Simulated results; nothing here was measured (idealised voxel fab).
This section sets out a process module, namely voxel self aligned vias.
This is section cut - it's 175 nm across, gridded in 5 nm square cells.
The cross-sections in this document take the form of a grid made of square cells. They are written out as bands, in order from top to bottom. Each band consists of one or more rows of cells. The entry gives the band's vertical extent as a top height and a bottom height in nm, then its horizontal make-up as materials from left to right, each with a width in nm. "blank" stands for empty space; a single material marked "all across" fills the band edge to edge. It should be noted that heights are counted from 0, beneath which the wafer as supplied is of one material throughout, and that the lowest band possesses no lower boundary but continues downward, as written in "0..down". The expression "30->40" gives the width at the extremes of the band, the first number at its top row of cells and the second at its bottom row, with the width changing by equal amounts from each row to the next in between. Basically "all unchanged" means that step didn't change any cell in the cross-section. Empty spaces counting at least 8 cells and having no open way to the top are listed in "Sealed voids". The notation width x height at distance is used for each, the distance being from the left edge and all three values in nm. It should be noted that, on the line of a given step, the content following the step's settings is a remark produced by the simulator itself with respect to that step. overlay nm: how far to the right of its planned place the mask lay on this masked step (negative: to the left).

-- List of planned process steps
1) RECEIVE with material Si
2) CONFORMAL_DEP with material SiO2, thk nm 15
3) CONFORMAL_DEP with material SiCN, thk nm 5
4) DIRECTIONAL_DEP with material lowk, thk nm 20
5) MASKED_ETCH with tone open, mask id LINES, width nm 30, pitch nm 70, etch materials lowk, depth nm 20, overlay nm 0
6) CONFORMAL_DEP with material TiN, thk nm 5
7) FILL_DEP with material Ru, thk nm 10
8) CMP with height nm 40
9) SELECTIVE_ETCH with etch materials W Ru TiN, depth nm 5
10) FILL_DEP with material SiN, thk nm 10
11) CMP with height nm 40
12) DIRECTIONAL_DEP with material lowk, thk nm 20
13) DIRECTIONAL_DEP with material aC, thk nm 15
14) PATTERN with tone open, mask id VIAS, material resist, width nm 40, pitch nm 70, thk nm 30, overlay nm 0
15) DIRECTIONAL_ETCH with etch materials aC, depth nm 15
16) STRIP with etch materials resist
17) DIRECTIONAL_ETCH with etch materials lowk, depth nm 20
18) DIRECTIONAL_ETCH with etch materials SiN, depth nm 5
19) STRIP with etch materials aC
20) CONFORMAL_DEP with material TiN, thk nm 5
21) FILL_DEP with material Ru, thk nm 10
22) CMP with height nm 60
23) CONFORMAL_DEP with material SiCN, thk nm 5

-- The first wafer of two, processed as planned

-- Wafer as received: cross-section following step 1
  0..down: Si all across
  Sealed voids: none

-- The wafer, seen in cross-section, after step 2
  15..0: SiO2 all across
  Below a height of 0, the structure has not been altered.

-- The wafer, seen in cross-section, after step 3
  20..15: SiCN all across
  Below a height of 15, the structure has not been altered.

-- The wafer, seen in cross-section, after step 4
  40..20: lowk all across
  Below a height of 20, the structure has not been altered.

-- The wafer, seen in cross-section, after step 5
  40..20: lowk 35  blank 30  lowk 40  blank 30  lowk 40
  Below a height of 20, the structure has not been altered.

-- The wafer, seen in cross-section, after step 6
  45..40: TiN 40  blank 20  TiN 50  blank 20  TiN 45
  40..25: lowk 35  TiN 5  blank 20  TiN 5  lowk 40  TiN 5  blank 20  TiN 5  lowk 40
  25..20: lowk 35  TiN 30  lowk 40  TiN 30  lowk 40
  Below a height of 20, the structure has not been altered.

-- The wafer, seen in cross-section, after step 7
  55..45: Ru all across
  45..40: TiN 40  Ru 20  TiN 50  Ru 20  TiN 45
  40..25: lowk 35  TiN 5  Ru 20  TiN 5  lowk 40  TiN 5  Ru 20  TiN 5  lowk 40
  Below a height of 25, the structure has not been altered.

-- The wafer, seen in cross-section, after step 8
  40..25: lowk 35  TiN 5  Ru 20  TiN 5  lowk 40  TiN 5  Ru 20  TiN 5  lowk 40
  Below a height of 25, the structure has not been altered.

-- The wafer, seen in cross-section, after step 9
  40..35: lowk 35  blank 30  lowk 40  blank 30  lowk 40
  Below a height of 35, the structure has not been altered.

-- The wafer, seen in cross-section, after step 10
  50..40: SiN all across
  40..35: lowk 35  SiN 30  lowk 40  SiN 30  lowk 40
  Below a height of 35, the structure has not been altered.

-- The wafer, seen in cross-section, after step 11
  40..35: lowk 35  SiN 30  lowk 40  SiN 30  lowk 40
  Below a height of 35, the structure has not been altered.

-- The wafer, seen in cross-section, after step 12
  60..40: lowk all across
  Below a height of 40, the structure has not been altered.

-- The wafer, seen in cross-section, after step 13
  75..60: aC all across
  Below a height of 60, the structure has not been altered.

-- The wafer, seen in cross-section, after step 14
  105..75: resist 30  blank 40  resist 30  blank 40  resist 35
  Below a height of 75, the structure has not been altered.

-- The wafer, seen in cross-section, after step 15
  90..75: resist 30  blank 40  resist 30  blank 40  resist 35
  75..60: aC 30  blank 40  aC 30  blank 40  aC 35
  Below a height of 60, the structure has not been altered.

-- The wafer, seen in cross-section, after step 16
  75..60: aC 30  blank 40  aC 30  blank 40  aC 35
  Below a height of 60, the structure has not been altered.

-- The wafer, seen in cross-section, after step 17
  75..60: aC 30  blank 40  aC 30  blank 40  aC 35
  60..40: lowk 30  blank 40  lowk 30  blank 40  lowk 35
  Below a height of 40, the structure has not been altered.

-- The wafer, seen in cross-section, after step 18
  75..60: aC 30  blank 40  aC 30  blank 40  aC 35
  60..40: lowk 30  blank 40  lowk 30  blank 40  lowk 35
  40..35: lowk 35  blank 30  lowk 40  blank 30  lowk 40
  Below a height of 35, the structure has not been altered.

-- The wafer, seen in cross-section, after step 19
  60..40: lowk 30  blank 40  lowk 30  blank 40  lowk 35
  Below a height of 40, the structure has not been altered.

-- The wafer, seen in cross-section, after step 20
  65..60: TiN 35  blank 30  TiN 40  blank 30  TiN 40
  60..45: lowk 30  TiN 5  blank 30  TiN 5  lowk 30  TiN 5  blank 30  TiN 5  lowk 35
  45..40: lowk 30  TiN 10  blank 20  TiN 10  lowk 30  TiN 10  blank 20  TiN 10  lowk 35
  40..35: lowk 35  TiN 30  lowk 40  TiN 30  lowk 40
  Below a height of 35, the structure has not been altered.

-- The wafer, seen in cross-section, after step 21
  75..65: Ru all across
  65..60: TiN 35  Ru 30  TiN 40  Ru 30  TiN 40
  60..45: lowk 30  TiN 5  Ru 30  TiN 5  lowk 30  TiN 5  Ru 30  TiN 5  lowk 35
  45..40: lowk 30  TiN 10  Ru 20  TiN 10  lowk 30  TiN 10  Ru 20  TiN 10  lowk 35
  Below a height of 40, the structure has not been altered.

-- The wafer, seen in cross-section, after step 22
  60..45: lowk 30  TiN 5  Ru 30  TiN 5  lowk 30  TiN 5  Ru 30  TiN 5  lowk 35
  Below a height of 45, the structure has not been altered.

-- The wafer, seen in cross-section, after step 23
  65..60: SiCN all across
  Below a height of 60, the structure has not been altered.

-- Wafer two of two - same starting point, same process plan, one mistake in execution; matches wafer one up to and including step 4

-- Second wafer profile in section, at the moment step 5 of the plan was meant to be complete
  40..20: blank 35  lowk 30  blank 40  lowk 30  blank 40
  Below a height of 20, the structure has not been altered.

-- Second wafer profile in section, at the moment step 6 of the plan was meant to be complete
  45..40: blank 30  TiN 40  blank 30  TiN 40  blank 35
  40..25: blank 30  TiN 5  lowk 30  TiN 5  blank 30  TiN 5  lowk 30  TiN 5  blank 35
  25..20: TiN 35  lowk 30  TiN 40  lowk 30  TiN 40
  Below a height of 20, the structure has not been altered.

-- Second wafer profile in section, at the moment step 7 of the plan was meant to be complete
  55..45: Ru all across
  45..40: Ru 30  TiN 40  Ru 30  TiN 40  Ru 35
  40..25: Ru 30  TiN 5  lowk 30  TiN 5  Ru 30  TiN 5  lowk 30  TiN 5  Ru 35
  Below a height of 25, the structure has not been altered.

-- Second wafer profile in section, at the moment step 8 of the plan was meant to be complete
  40..25: Ru 30  TiN 5  lowk 30  TiN 5  Ru 30  TiN 5  lowk 30  TiN 5  Ru 35
  Below a height of 25, the structure has not been altered.

-- Second wafer profile in section, at the moment step 9 of the plan was meant to be complete
  40..35: blank 35  lowk 30  blank 40  lowk 30  blank 40
  Below a height of 35, the structure has not been altered.

-- Second wafer profile in section, at the moment step 10 of the plan was meant to be complete
  50..40: SiN all across
  40..35: SiN 35  lowk 30  SiN 40  lowk 30  SiN 40
  Below a height of 35, the structure has not been altered.

-- Second wafer profile in section, at the moment step 11 of the plan was meant to be complete
  40..35: SiN 35  lowk 30  SiN 40  lowk 30  SiN 40
  Below a height of 35, the structure has not been altered.

-- Second wafer profile in section, at the moment step 12 of the plan was meant to be complete
  60..40: lowk all across
  Below a height of 40, the structure has not been altered.

-- Second wafer profile in section, at the moment step 13 of the plan was meant to be complete
  75..60: aC all across
  Below a height of 60, the structure has not been altered.

-- Second wafer profile in section, at the moment step 14 of the plan was meant to be complete
  105..75: resist 30  blank 40  resist 30  blank 40  resist 35
  Below a height of 75, the structure has not been altered.

-- Second wafer profile in section, at the moment step 15 of the plan was meant to be complete
  90..75: resist 30  blank 40  resist 30  blank 40  resist 35
  75..60: aC 30  blank 40  aC 30  blank 40  aC 35
  Below a height of 60, the structure has not been altered.

-- Second wafer profile in section, at the moment step 16 of the plan was meant to be complete
  75..60: aC 30  blank 40  aC 30  blank 40  aC 35
  Below a height of 60, the structure has not been altered.

-- Second wafer profile in section, at the moment step 17 of the plan was meant to be complete
  75..60: aC 30  blank 40  aC 30  blank 40  aC 35
  60..40: lowk 30  blank 40  lowk 30  blank 40  lowk 35
  Below a height of 40, the structure has not been altered.

-- Second wafer profile in section, at the moment step 18 of the plan was meant to be complete
  75..60: aC 30  blank 40  aC 30  blank 40  aC 35
  60..40: lowk 30  blank 40  lowk 30  blank 40  lowk 35
  40..35: SiN 30  blank 5  lowk 30  blank 5  SiN 30  blank 5  lowk 30  blank 5  SiN 35
  Below a height of 35, the structure has not been altered.

-- Second wafer profile in section, at the moment step 19 of the plan was meant to be complete
  60..40: lowk 30  blank 40  lowk 30  blank 40  lowk 35
  Below a height of 40, the structure has not been altered.

-- Second wafer profile in section, at the moment step 20 of the plan was meant to be complete
  65..60: TiN 35  blank 30  TiN 40  blank 30  TiN 40
  60..45: lowk 30  TiN 5  blank 30  TiN 5  lowk 30  TiN 5  blank 30  TiN 5  lowk 35
  45..40: lowk 30  TiN 40  lowk 30  TiN 40  lowk 35
  40..35: SiN 30  TiN 5  lowk 30  TiN 5  SiN 30  TiN 5  lowk 30  TiN 5  SiN 35
  Below a height of 35, the structure has not been altered.

-- Second wafer profile in section, at the moment step 21 of the plan was meant to be complete
  75..65: Ru all across
  65..60: TiN 35  Ru 30  TiN 40  Ru 30  TiN 40
  60..45: lowk 30  TiN 5  Ru 30  TiN 5  lowk 30  TiN 5  Ru 30  TiN 5  lowk 35
  Below a height of 45, the structure has not been altered.

-- Second wafer profile in section, at the moment step 22 of the plan was meant to be complete
  60..45: lowk 30  TiN 5  Ru 30  TiN 5  lowk 30  TiN 5  Ru 30  TiN 5  lowk 35
  Below a height of 45, the structure has not been altered.

-- Second wafer profile in section, at the moment step 23 of the plan was meant to be complete
  65..60: SiCN all across
  Below a height of 60, the structure has not been altered.
Where did the run depart from the plan? note that step 5 departed from the planned setting and was carried out as MASKED_ETCH with tone cover, mask id LINES, width nm 30, pitch nm 70, etch materials lowk, depth nm 20, overlay nm 0
Bottom line after processing is that, in cells, the second wafer is up or down on some materials versus the first: 14 more of Ru | 19 more of SiN | 11 more of TiN | 44 fewer of lowk
